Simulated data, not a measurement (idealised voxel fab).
Herein follows the process module entitled voxel capacitor over wiring.
Cross-section cut spans 260 nm and uses square cells 5 nm in size.
In what follows, cross-sections appear as grids of square cells, described through bands that run from the top down, where every band is one or more rows of cells.
Top, bottom (nm), then materials left to right with widths (nm); lone material tagged "all across" fills the whole band edge to edge; "air" = empty space.
Heights from 0 (as-received wafer is one material below). Bottom band endless downward, as "top 0, no bottom".
A width such as "30->40" changes by the same amount from each row of cells to the next, from the band's top row to its bottom row.
When a step is marked "left unchanged", none of the cells in the cross-section changed during that step.
Entry "Catalogued sealed voids". Content: empty spaces with no open connection to the top, size 8 cells or greater. Each: width x height at distance. Distance: from left edge. Unit: nm.
What comes after the settings on a step's line is commentary from the simulator itself on that step.
Each step line may optionally specify "overlay nm", which for a step with a mask gives the rightward distance between the mask's planned place and where it lay, a negative value indicating the leftward direction.
The steps planned for the process are as follows
1. RECEIVE: material Si
2. CONFORMAL_DEP: material SiO2, thk nm 10
3. DIRECTIONAL_DEP: material TiN, thk nm 5
4. DIRECTIONAL_DEP: material W, thk nm 15
5. MASKED_ETCH: tone cover, mask id METAL_1, width nm 30, pitch nm 100, etch materials W, depth nm 15, overlay nm 0
6. MASKED_ETCH: tone cover, mask id METAL_1, width nm 30, pitch nm 100, etch materials TiN, depth nm 5, overlay nm 0
7. CONFORMAL_DEP: material SiN, thk nm 5
8. FILL_DEP: material lowk, thk nm 10
9. CMP: height nm 30
10. CONFORMAL_DEP: material SiCN, thk nm 5
11. DIRECTIONAL_DEP: material lowk, thk nm 15
12. MASKED_ETCH: tone open, mask id PLUG_1, width nm 15, etch materials lowk, depth nm 15, overlay nm 0
13. MASKED_ETCH: tone open, mask id PLUG_1, width nm 15, etch materials SiCN, depth nm 5, overlay nm 0
14. EPI: material Ru, thk nm 10
15. EPI: material Ru, thk nm 10
16. DIRECTIONAL_DEP: material TiN, thk nm 5
17. DIRECTIONAL_DEP: material HfO2, thk nm 5
18. DIRECTIONAL_DEP: material TiN, thk nm 10
19. DIRECTIONAL_DEP: material aC, thk nm 15
20. PATTERN: tone cover, mask id UPPER_PLATE, material resist, width nm 75, thk nm 35, overlay nm 0
21. DIRECTIONAL_ETCH: etch materials aC, depth nm 15
22. STRIP: etch materials resist
23. DIRECTIONAL_ETCH: etch materials TiN, depth nm 10
24. DIRECTIONAL_ETCH: etch materials HfO2, depth nm 5
25. STRIP: etch materials aC
26. DIRECTIONAL_DEP: material aC, thk nm 15
27. PATTERN: tone cover, mask id LOWER_PLATE, material resist, width nm 85, thk nm 30, overlay nm 0
28. DIRECTIONAL_ETCH: etch materials aC, depth nm 15
29. STRIP: etch materials resist
30. DIRECTIONAL_ETCH: etch materials TiN, depth nm 5
31. STRIP: etch materials aC
32. FILL_DEP: material SiO2, thk nm 15
33. CMP: height nm 80
34. DIRECTIONAL_DEP: material aC, thk nm 10
35. PATTERN: tone open, mask id PLUG_2, material resist, width nm 15, thk nm 25, overlay nm 0
36. DIRECTIONAL_ETCH: etch materials aC, depth nm 10
37. STRIP: etch materials resist
38. DIRECTIONAL_ETCH: etch materials SiO2, depth nm 10
39. STRIP: etch materials aC
40. CONFORMAL_DEP: material TiN, thk nm 5
41. FILL_DEP: material Cu, thk nm 5
42. CMP: height nm 80
43. CONFORMAL_DEP: material SiN, thk nm 5
On the first of the two wafers: run conducted according to plan
Wafer cross-section on receipt, i.e. after step 1
	top 0, no bottom = Si all across
	Catalogued sealed voids: none
Presented here is a cross-section of the wafer after step 2 has been performed
	top 10, bottom 0 = SiO2 all across
	Below 0, no change.
Presented here is a cross-section of the wafer after step 3 has been performed
	top 15, bottom 10 = TiN all across
	Below 10, no change.
Presented here is a cross-section of the wafer after step 4 has been performed
	top 30, bottom 15 = W all across
	Below 15, no change.
Presented here is a cross-section of the wafer after step 5 has been performed
	top 30, bottom 15 = air (65) | W (30) | air (70) | W (30) | air (65)
	Below 15, no change.
Presented here is a cross-section of the wafer after step 6 has been performed
	top 30, bottom 15 = air (65) | W (30) | air (70) | W (30) | air (65)
	top 15, bottom 10 = air (65) | TiN (30) | air (70) | TiN (30) | air (65)
	Below 10, no change.
Presented here is a cross-section of the wafer after step 7 has been performed
	top 35, bottom 30 = air (60) | SiN (40) | air (60) | SiN (40) | air (60)
	top 30, bottom 15 = air (60) | SiN (5) | W (30) | SiN (5) | air (60) | SiN (5) | W (30) | SiN (5) | air (60)
	top 15, bottom 10 = SiN (65) | TiN (30) | SiN (70) | TiN (30) | SiN (65)
	Below 10, no change.
Presented here is a cross-section of the wafer after step 8 has been performed
	top 45, bottom 35 = lowk all across
	top 35, bottom 30 = lowk (60) | SiN (40) | lowk (60) | SiN (40) | lowk (60)
	top 30, bottom 15 = lowk (60) | SiN (5) | W (30) | SiN (5) | lowk (60) | SiN (5) | W (30) | SiN (5) | lowk (60)
	Below 15, no change.
Presented here is a cross-section of the wafer after step 9 has been performed
	top 30, bottom 15 = lowk (60) | SiN (5) | W (30) | SiN (5) | lowk (60) | SiN (5) | W (30) | SiN (5) | lowk (60)
	Below 15, no change.
Presented here is a cross-section of the wafer after step 10 has been performed
	top 35, bottom 30 = SiCN all across
	Below 30, no change.
Presented here is a cross-section of the wafer after step 11 has been performed
	top 50, bottom 35 = lowk all across
	Below 35, no change.
Presented here is a cross-section of the wafer after step 12 has been performed
	top 50, bottom 35 = lowk (80) | air (15) | lowk (165)
	Below 35, no change.
Presented here is a cross-section of the wafer after step 13 has been performed
	top 50, bottom 35 = lowk (80) | air (15) | lowk (165)
	top 35, bottom 30 = SiCN (80) | air (15) | SiCN (165)
	Below 30, no change.
Presented here is a cross-section of the wafer after step 14 has been performed
	top 50, bottom 40 = lowk (80) | air (15) | lowk (165)
	top 40, bottom 35 = lowk (80) | Ru (15) | lowk (165)
	top 35, bottom 30 = SiCN (80) | Ru (15) | SiCN (165)
	Below 30, no change.
Presented here is a cross-section of the wafer after step 15 has been performed
	top 50, bottom 35 = lowk (80) | Ru (15) | lowk (165)
	Below 35, no change.
Presented here is a cross-section of the wafer after step 16 has been performed
	top 55, bottom 50 = TiN all across
	Below 50, no change.
Presented here is a cross-section of the wafer after step 17 has been performed
	top 60, bottom 55 = HfO2 all across
	Below 55, no change.
Presented here is a cross-section of the wafer after step 18 has been performed
	top 70, bottom 60 = TiN all across
	Below 60, no change.
Presented here is a cross-section of the wafer after step 19 has been performed
	top 85, bottom 70 = aC all across
	Below 70, no change.
Presented here is a cross-section of the wafer after step 20 has been performed
	top 120, bottom 85 = air (80) | resist (75) | air (105)
	Below 85, no change.
Presented here is a cross-section of the wafer after step 21 has been performed
	top 105, bottom 85 = air (80) | resist (75) | air (105)
	top 85, bottom 70 = air (80) | aC (75) | air (105)
	Below 70, no change.
Presented here is a cross-section of the wafer after step 22 has been performed
	top 85, bottom 70 = air (80) | aC (75) | air (105)
	Below 70, no change.
Presented here is a cross-section of the wafer after step 23 has been performed
	top 85, bottom 70 = air (80) | aC (75) | air (105)
	top 70, bottom 60 = air (80) | TiN (75) | air (105)
	Below 60, no change.
Presented here is a cross-section of the wafer after step 24 has been performed
	top 85, bottom 70 = air (80) | aC (75) | air (105)
	top 70, bottom 60 = air (80) | TiN (75) | air (105)
	top 60, bottom 55 = air (80) | HfO2 (75) | air (105)
	Below 55, no change.
Presented here is a cross-section of the wafer after step 25 has been performed
	top 70, bottom 60 = air (80) | TiN (75) | air (105)
	Below 60, no change.
Presented here is a cross-section of the wafer after step 26 has been performed
	top 85, bottom 70 = air (80) | aC (75) | air (105)
	top 70, bottom 60 = aC (80) | TiN (75) | aC (105)
	top 60, bottom 55 = aC (80) | HfO2 (75) | aC (105)
	Below 55, no change.
Presented here is a cross-section of the wafer after step 27 has been performed
	top 115, bottom 85 = air (75) | resist (85) | air (100)
	top 85, bottom 70 = air (75) | resist (5) | aC (75) | resist (5) | air (100)
	Below 70, no change.
Presented here is a cross-section of the wafer after step 28 has been performed
	top 100, bottom 85 = air (75) | resist (85) | air (100)
	top 85, bottom 70 = air (75) | resist (5) | aC (75) | resist (5) | air (100)
	top 70, bottom 60 = air (75) | aC (5) | TiN (75) | aC (5) | air (100)
	top 60, bottom 55 = air (75) | aC (5) | HfO2 (75) | aC (5) | air (100)
	Below 55, no change.
Presented here is a cross-section of the wafer after step 29 has been performed
	top 85, bottom 70 = air (80) | aC (75) | air (105)
	Below 70, no change.
Presented here is a cross-section of the wafer after step 30 has been performed
	top 85, bottom 70 = air (80) | aC (75) | air (105)
	top 70, bottom 60 = air (75) | aC (5) | TiN (75) | aC (5) | air (100)
	top 60, bottom 55 = air (75) | aC (5) | HfO2 (75) | aC (5) | air (100)
	top 55, bottom 50 = air (75) | TiN (85) | air (100)
	Below 50, no change.
Presented here is a cross-section of the wafer after step 31 has been performed
	top 70, bottom 60 = air (80) | TiN (75) | air (105)
	top 60, bottom 55 = air (80) | HfO2 (75) | air (105)
	Below 55, no change.
Presented here is a cross-section of the wafer after step 32 has been performed
	top 85, bottom 70 = SiO2 all across
	top 70, bottom 60 = SiO2 (80) | TiN (75) | SiO2 (105)
	top 60, bottom 55 = SiO2 (80) | HfO2 (75) | SiO2 (105)
	top 55, bottom 50 = SiO2 (75) | TiN (85) | SiO2 (100)
	Below 50, no change.
Presented here is a cross-section of the wafer after step 33 has been performed
	top 80, bottom 70 = SiO2 all across
	Below 70, no change.
Presented here is a cross-section of the wafer after step 34 has been performed
	top 90, bottom 80 = aC all across
	Below 80, no change.
Presented here is a cross-section of the wafer after step 35 has been performed
	top 115, bottom 90 = resist (90) | air (15) | resist (155)
	Below 90, no change.
Presented here is a cross-section of the wafer after step 36 has been performed
	top 105, bottom 90 = resist (90) | air (15) | resist (155)
	top 90, bottom 80 = aC (90) | air (15) | aC (155)
	Below 80, no change.
Presented here is a cross-section of the wafer after step 37 has been performed
	top 90, bottom 80 = aC (90) | air (15) | aC (155)
	Below 80, no change.
Presented here is a cross-section of the wafer after step 38 has been performed
	top 90, bottom 80 = aC (90) | air (15) | aC (155)
	top 80, bottom 70 = SiO2 (90) | air (15) | SiO2 (155)
	Below 70, no change.
Presented here is a cross-section of the wafer after step 39 has been performed
	top 80, bottom 70 = SiO2 (90) | air (15) | SiO2 (155)
	Below 70, no change.
Presented here is a cross-section of the wafer after step 40 has been performed
	top 85, bottom 80 = TiN (95) | air (5) | TiN (160)
	top 80, bottom 75 = SiO2 (90) | TiN (5) | air (5) | TiN (5) | SiO2 (155)
	top 75, bottom 70 = SiO2 (90) | TiN (15) | SiO2 (155)
	Below 70, no change.
Presented here is a cross-section of the wafer after step 41 has been performed
	top 90, bottom 85 = Cu all across
	top 85, bottom 80 = TiN (95) | Cu (5) | TiN (160)
	top 80, bottom 75 = SiO2 (90) | TiN (5) | Cu (5) | TiN (5) | SiO2 (155)
	Below 75, no change.
Presented here is a cross-section of the wafer after step 42 has been performed
	top 80, bottom 75 = SiO2 (90) | TiN (5) | Cu (5) | TiN (5) | SiO2 (155)
	Below 75, no change.
Presented here is a cross-section of the wafer after step 43 has been performed
	top 85, bottom 80 = SiN all across
	Below 80, no change.
Second wafer, same starting conditions and recipe as the first, one mistake in executing it, nothing differs from the first up to and including step 12
Second wafer at the planned finish of step 13, seen in cross-section
	top 50, bottom 35 = lowk (80) | air (15) | lowk (165)
	top 35, bottom 30 = SiCN (80) | air (10) | SiCN (170)
	Below 30, no change.
Second wafer at the planned finish of step 14, seen in cross-section
	top 50, bottom 40 = lowk (80) | air (15) | lowk (165)
	top 40, bottom 35 = lowk (80) | Ru (15) | lowk (165)
	top 35, bottom 30 = SiCN (80) | Ru (10) | SiCN (170)
	Below 30, no change.
Second wafer at the planned finish of step 15, seen in cross-section
	top 50, bottom 35 = lowk (80) | Ru (15) | lowk (165)
	Below 35, no change.
Second wafer at the planned finish of step 16, seen in cross-section
	top 55, bottom 50 = TiN all across
	Below 50, no change.
Second wafer at the planned finish of step 17, seen in cross-section
	top 60, bottom 55 = HfO2 all across
	Below 55, no change.
Second wafer at the planned finish of step 18, seen in cross-section
	top 70, bottom 60 = TiN all across
	Below 60, no change.
Second wafer at the planned finish of step 19, seen in cross-section
	top 85, bottom 70 = aC all across
	Below 70, no change.
Second wafer at the planned finish of step 20, seen in cross-section
	top 120, bottom 85 = air (80) | resist (75) | air (105)
	Below 85, no change.
Second wafer at the planned finish of step 21, seen in cross-section
	top 105, bottom 85 = air (80) | resist (75) | air (105)
	top 85, bottom 70 = air (80) | aC (75) | air (105)
	Below 70, no change.
Second wafer at the planned finish of step 22, seen in cross-section
	top 85, bottom 70 = air (80) | aC (75) | air (105)
	Below 70, no change.
Second wafer at the planned finish of step 23, seen in cross-section
	top 85, bottom 70 = air (80) | aC (75) | air (105)
	top 70, bottom 60 = air (80) | TiN (75) | air (105)
	Below 60, no change.
Second wafer at the planned finish of step 24, seen in cross-section
	top 85, bottom 70 = air (80) | aC (75) | air (105)
	top 70, bottom 60 = air (80) | TiN (75) | air (105)
	top 60, bottom 55 = air (80) | HfO2 (75) | air (105)
	Below 55, no change.
Second wafer at the planned finish of step 25, seen in cross-section
	top 70, bottom 60 = air (80) | TiN (75) | air (105)
	Below 60, no change.
Second wafer at the planned finish of step 26, seen in cross-section
	top 85, bottom 70 = air (80) | aC (75) | air (105)
	top 70, bottom 60 = aC (80) | TiN (75) | aC (105)
	top 60, bottom 55 = aC (80) | HfO2 (75) | aC (105)
	Below 55, no change.
Second wafer at the planned finish of step 27, seen in cross-section
	top 115, bottom 85 = air (75) | resist (85) | air (100)
	top 85, bottom 70 = air (75) | resist (5) | aC (75) | resist (5) | air (100)
	Below 70, no change.
Second wafer at the planned finish of step 28, seen in cross-section
	top 100, bottom 85 = air (75) | resist (85) | air (100)
	top 85, bottom 70 = air (75) | resist (5) | aC (75) | resist (5) | air (100)
	top 70, bottom 60 = air (75) | aC (5) | TiN (75) | aC (5) | air (100)
	top 60, bottom 55 = air (75) | aC (5) | HfO2 (75) | aC (5) | air (100)
	Below 55, no change.
Second wafer at the planned finish of step 29, seen in cross-section
	top 85, bottom 70 = air (80) | aC (75) | air (105)
	Below 70, no change.
Second wafer at the planned finish of step 30, seen in cross-section
	top 85, bottom 70 = air (80) | aC (75) | air (105)
	top 70, bottom 60 = air (75) | aC (5) | TiN (75) | aC (5) | air (100)
	top 60, bottom 55 = air (75) | aC (5) | HfO2 (75) | aC (5) | air (100)
	top 55, bottom 50 = air (75) | TiN (85) | air (100)
	Below 50, no change.
Second wafer at the planned finish of step 31, seen in cross-section
	top 70, bottom 60 = air (80) | TiN (75) | air (105)
	top 60, bottom 55 = air (80) | HfO2 (75) | air (105)
	Below 55, no change.
Second wafer at the planned finish of step 32, seen in cross-section
	top 85, bottom 70 = SiO2 all across
	top 70, bottom 60 = SiO2 (80) | TiN (75) | SiO2 (105)
	top 60, bottom 55 = SiO2 (80) | HfO2 (75) | SiO2 (105)
	top 55, bottom 50 = SiO2 (75) | TiN (85) | SiO2 (100)
	Below 50, no change.
Second wafer at the planned finish of step 33, seen in cross-section
	top 80, bottom 70 = SiO2 all across
	Below 70, no change.
Second wafer at the planned finish of step 34, seen in cross-section
	top 90, bottom 80 = aC all across
	Below 80, no change.
Second wafer at the planned finish of step 35, seen in cross-section
	top 115, bottom 90 = resist (90) | air (15) | resist (155)
	Below 90, no change.
Second wafer at the planned finish of step 36, seen in cross-section
	top 105, bottom 90 = resist (90) | air (15) | resist (155)
	top 90, bottom 80 = aC (90) | air (15) | aC (155)
	Below 80, no change.
Second wafer at the planned finish of step 37, seen in cross-section
	top 90, bottom 80 = aC (90) | air (15) | aC (155)
	Below 80, no change.
Second wafer at the planned finish of step 38, seen in cross-section
	top 90, bottom 80 = aC (90) | air (15) | aC (155)
	top 80, bottom 70 = SiO2 (90) | air (15) | SiO2 (155)
	Below 70, no change.
Second wafer at the planned finish of step 39, seen in cross-section
	top 80, bottom 70 = SiO2 (90) | air (15) | SiO2 (155)
	Below 70, no change.
Second wafer at the planned finish of step 40, seen in cross-section
	top 85, bottom 80 = TiN (95) | air (5) | TiN (160)
	top 80, bottom 75 = SiO2 (90) | TiN (5) | air (5) | TiN (5) | SiO2 (155)
	top 75, bottom 70 = SiO2 (90) | TiN (15) | SiO2 (155)
	Below 70, no change.
Second wafer at the planned finish of step 41, seen in cross-section
	top 90, bottom 85 = Cu all across
	top 85, bottom 80 = TiN (95) | Cu (5) | TiN (160)
	top 80, bottom 75 = SiO2 (90) | TiN (5) | Cu (5) | TiN (5) | SiO2 (155)
	Below 75, no change.
Second wafer at the planned finish of step 42, seen in cross-section
	top 80, bottom 75 = SiO2 (90) | TiN (5) | Cu (5) | TiN (5) | SiO2 (155)
	Below 75, no change.
Second wafer at the planned finish of step 43, seen in cross-section
	top 85, bottom 80 = SiN all across
	Below 80, no change.
Finding, execution versus plan: not per plan at step 13, really ran MASKED_ETCH: tone open, mask id PLUG_1, width nm 15, etch materials SiCN, depth nm 5, overlay nm -5
Wrapping up, a cell-based count of both wafers puts the second over or under the first for these materials: Ru -1, SiCN +1
